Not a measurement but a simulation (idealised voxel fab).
The document below concerns the process module designated voxel gate over fins.
We display cut, a cross-section 180 nm in width whose square cells are each 5 nm.
Cross-sections here: square-cell grids, written as top-down lists of bands, a band being one or more rows of cells. Band: top and bottom heights (nm) first, top before bottom; then materials from left to right, widths in nm. "everywhere" marks a sole material filling the band edge to edge. "empty" denotes empty space. Heights are expressed relative to 0, this being the level below which the as-received wafer comprises one material exclusively. The lowest band is unbounded in the downward direction and is denoted as in "from 0 down". A two-number width, for instance "30 to 40", indicates that the width is equal to the first number in the top row of the band and to the second number in the bottom row, and that it changes by a constant amount per row of cells. "no alteration" for a step: no cell of the cross-section changed in that step. "Voids, enclosed": empty spaces of 8 cells or more with no open way to the top, each given as width x height at distance, distance from the left edge, all in nm. That trailing text on a step's line, after the settings, is the simulator's own remark on the step. overlay nm: mask offset rightward from planned place, masked step; negative means leftward offset.

So here's the lineup of process steps we planned:
- 1: op RECEIVE | material Si
- 2: op CONFORMAL_DEP | material SiN | thk nm 5
- 3: op MASKED_ETCH | tone cover | mask id FINS | width nm 15 | pitch nm 55 | etch materials SiN | depth nm 5 | overlay nm 0
- 4: op MASKED_ETCH | tone cover | mask id FINS | width nm 15 | pitch nm 55 | etch materials Si | depth nm 35 | overlay nm 0
- 5: op FILL_DEP | material SiO2 | thk nm 15
- 6: op CMP | height nm 5
- 7: op MASKED_ETCH | tone open | mask id RAIL | width nm 15 | etch materials SiO2 | depth nm 35 | overlay nm 0
- 8: op CONFORMAL_DEP | material TiN | thk nm 5
- 9: op FILL_DEP | material Ru | thk nm 5
- 10: op CMP | height nm 5
- 11: op SELECTIVE_ETCH | etch materials W Ru TiN | depth nm 20
- 12: op FILL_DEP | material SiO2 | thk nm 5
- 13: op CMP | height nm 5
- 14: op SELECTIVE_ETCH | etch materials SiO2 | depth nm 15
- 15: op STRIP | etch materials SiN
- 16: op CONFORMAL_DEP | material HfO2 | thk nm 5
- 17: op CONFORMAL_DEP | material TiN | thk nm 5
- 18: op FILL_DEP | material W | thk nm 10
- 19: op CMP | height nm 15
- 20: op CONFORMAL_DEP | material SiCN | thk nm 10

As received (post step 1): cross-section:
* from 0 down = Si everywhere
* Voids, enclosed: none

Sectioned view, first of two wafers, at the close of the module, processed as intended in the plan:
* from 25 to 15 = SiCN everywhere
* from 15 to 10 = W everywhere
* from 10 to 5 = W 15 nm; TiN 35 nm; W 20 nm; TiN 35 nm; W 20 nm; TiN 35 nm; W 20 nm
* from 5 to 0 = W 15 nm; TiN 5 nm; HfO2 25 nm; TiN 5 nm; W 20 nm; TiN 5 nm; HfO2 25 nm; TiN 5 nm; W 20 nm; TiN 5 nm; HfO2 25 nm; TiN 5 nm; W 20 nm
* from 0 to -5 = TiN 20 nm; HfO2 5 nm; Si 15 nm; HfO2 5 nm; TiN 30 nm; HfO2 5 nm; Si 15 nm; HfO2 5 nm; TiN 30 nm; HfO2 5 nm; Si 15 nm; HfO2 5 nm; TiN 25 nm
* from -5 to -10 = HfO2 25 nm; Si 15 nm; HfO2 40 nm; Si 15 nm; HfO2 40 nm; Si 15 nm; HfO2 30 nm
* from -10 to -15 = SiO2 25 nm; Si 15 nm; SiO2 40 nm; Si 15 nm; SiO2 40 nm; Si 15 nm; SiO2 30 nm
* from -15 to -25 = SiO2 25 nm; Si 15 nm; SiO2 10 nm; TiN 5 nm; Ru 5 nm; TiN 5 nm; SiO2 15 nm; Si 15 nm; SiO2 40 nm; Si 15 nm; SiO2 30 nm
* from -25 to -30 = SiO2 25 nm; Si 15 nm; SiO2 10 nm; TiN 15 nm; SiO2 15 nm; Si 15 nm; SiO2 40 nm; Si 15 nm; SiO2 30 nm
* from -30 to -35 = SiO2 25 nm; Si 15 nm; SiO2 40 nm; Si 15 nm; SiO2 40 nm; Si 15 nm; SiO2 30 nm
* from -35 down = Si everywhere
* Voids, enclosed: none

Wafer two, sectioned after the module: the first wafer's start, the first wafer's plan, and one mistake in how it was run:
* from 25 to 15 = SiCN everywhere
* from 15 to 10 = W everywhere
* from 10 to 5 = W 15 nm; TiN 35 nm; W 20 nm; TiN 35 nm; W 20 nm; TiN 35 nm; W 20 nm
* from 5 to 0 = W 15 nm; TiN 5 nm; HfO2 25 nm; TiN 5 nm; W 20 nm; TiN 5 nm; HfO2 25 nm; TiN 5 nm; W 20 nm; TiN 5 nm; HfO2 25 nm; TiN 5 nm; W 20 nm
* from 0 to -5 = W 15 nm; TiN 5 nm; HfO2 5 nm; Si 15 nm; HfO2 5 nm; TiN 5 nm; W 20 nm; TiN 5 nm; HfO2 5 nm; Si 15 nm; HfO2 5 nm; TiN 5 nm; W 20 nm; TiN 5 nm; HfO2 5 nm; Si 15 nm; HfO2 5 nm; TiN 5 nm; W 20 nm
* from -5 to -15 = W 15 nm; TiN 5 nm; HfO2 5 nm; Si 15 nm; HfO2 5 to 30 nm; TiN 30 to 5 nm; HfO2 5 nm; Si 15 nm; HfO2 5 nm; TiN 5 nm; W 20 nm; TiN 5 nm; HfO2 5 nm; Si 15 nm; HfO2 5 nm; TiN 5 nm; W 20 nm
* from -15 to -20 = TiN 20 nm; HfO2 5 nm; Si 15 nm; HfO2 10 nm; TiN 5 nm; Ru 5 nm; TiN 5 nm; HfO2 5 nm; TiN 5 nm; HfO2 5 nm; Si 15 nm; HfO2 5 nm; TiN 30 nm; HfO2 5 nm; Si 15 nm; HfO2 5 nm; TiN 25 nm
* from -20 to -25 = HfO2 25 nm; Si 15 nm; HfO2 10 nm; TiN 5 nm; Ru 5 nm; TiN 5 nm; HfO2 15 nm; Si 15 nm; HfO2 40 nm; Si 15 nm; HfO2 30 nm
* from -25 to -30 = SiO2 25 nm; Si 15 nm; SiO2 10 nm; TiN 15 nm; SiO2 15 nm; Si 15 nm; SiO2 40 nm; Si 15 nm; SiO2 30 nm
* from -30 to -35 = SiO2 25 nm; Si 15 nm; SiO2 40 nm; Si 15 nm; SiO2 40 nm; Si 15 nm; SiO2 30 nm
* from -35 down = Si everywhere
* Voids, enclosed: none
So what did we get wrong on this run? twice over, step 14 of the plan was run
The second wafer ends with more or fewer cells of some materials than the first, per final count: 22 more of HfO2 | 75 fewer of SiO2 | 16 more of TiN | 37 more of W
